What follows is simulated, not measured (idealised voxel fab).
process module | voxel tone inversion
cross-section cut | 255 nm wide | cells 5 nm
A cross-section is a grid of square cells, given in bands from the top down. A band is one or more rows of cells.
Each band's line starts with the height of the band's top and of its bottom, in nm. Then come its materials from left to right, each with its width in nm. One material with "throughout" fills the band from edge to edge. "air" is empty space.
Height 0 is the level under which the wafer as received is all one material. The lowest band goes on downwards, as in "0 down".
A width such as "30 to 40" changes by the same amount from each row of cells to the next, from the band's top row to its bottom row.
"no change" after a step means that no cell of the cross-section changed.
closed voids: empty space of 8 cells or more with no open way to the top, each as width x height at its distance from the left edge, in nm
after a step's settings: what the simulator itself notes on the step
overlay nm, on a step with a mask: how far to the right of its planned place the mask lay; to the left if negative
plan
1 op RECEIVE | material Si
2 op CONFORMAL_DEP | material SiCN | thk nm 10
3 op DIRECTIONAL_DEP | material aC | thk nm 20
4 op PATTERN | tone cover | mask id POSTS | material resist | width nm 25 | pitch nm 50 | thk nm 25 | overlay nm 0
5 op DIRECTIONAL_ETCH | etch materials aC | depth nm 20
6 op STRIP | etch materials resist
7 op FILL_DEP | material SiO2 | thk nm 10
8 op CMP | height nm 30
9 op STRIP | etch materials aC
first wafer, as planned
as received, after step 1
  0 down: Si throughout
  closed voids: none
after step 2
  10 to 0: SiCN throughout
  below 0: unchanged
after step 3
  30 to 10: aC throughout
  below 10: unchanged
after step 4
  55 to 30: air 40 | resist 25 | air 25 | resist 25 | air 25 | resist 25 | air 25 | resist 25 | air 40
  below 30: unchanged
after step 5
  35 to 30: air 40 | resist 25 | air 25 | resist 25 | air 25 | resist 25 | air 25 | resist 25 | air 40
  30 to 10: air 40 | aC 25 | air 25 | aC 25 | air 25 | aC 25 | air 25 | aC 25 | air 40
  below 10: unchanged
after step 6
  30 to 10: air 40 | aC 25 | air 25 | aC 25 | air 25 | aC 25 | air 25 | aC 25 | air 40
  below 10: unchanged
after step 7
  40 to 30: SiO2 throughout
  30 to 10: SiO2 40 | aC 25 | SiO2 25 | aC 25 | SiO2 25 | aC 25 | SiO2 25 | aC 25 | SiO2 40
  below 10: unchanged
after step 8
  30 to 10: SiO2 40 | aC 25 | SiO2 25 | aC 25 | SiO2 25 | aC 25 | SiO2 25 | aC 25 | SiO2 40
  below 10: unchanged
after step 9
  30 to 10: SiO2 40 | air 25 | SiO2 25 | air 25 | SiO2 25 | air 25 | SiO2 25 | air 25 | SiO2 40
  below 10: unchanged
second wafer: like start, like plan, one mistake. Through step 2 it matches the first wafer
when step 3 should have ended
  20 to 10: aC throughout
  below 10: unchanged
when step 4 should have ended
  45 to 20: air 40 | resist 25 | air 25 | resist 25 | air 25 | resist 25 | air 25 | resist 25 | air 40
  below 20: unchanged
when step 5 should have ended
  25 to 20: air 40 | resist 25 | air 25 | resist 25 | air 25 | resist 25 | air 25 | resist 25 | air 40
  20 to 10: air 40 | aC 25 | air 25 | aC 25 | air 25 | aC 25 | air 25 | aC 25 | air 40
  below 10: unchanged
when step 6 should have ended
  20 to 10: air 40 | aC 25 | air 25 | aC 25 | air 25 | aC 25 | air 25 | aC 25 | air 40
  below 10: unchanged
when step 7 should have ended
  30 to 20: SiO2 throughout
  20 to 10: SiO2 40 | aC 25 | SiO2 25 | aC 25 | SiO2 25 | aC 25 | SiO2 25 | aC 25 | SiO2 40
  below 10: unchanged
when step 8 should have ended: no change
when step 9 should have ended: no change
what went wrong: step 3 ran as: op DIRECTIONAL_DEP | material aC | thk nm 10
at the end the second wafer has, in cells: 40 more of SiO2 | 40 more of aC
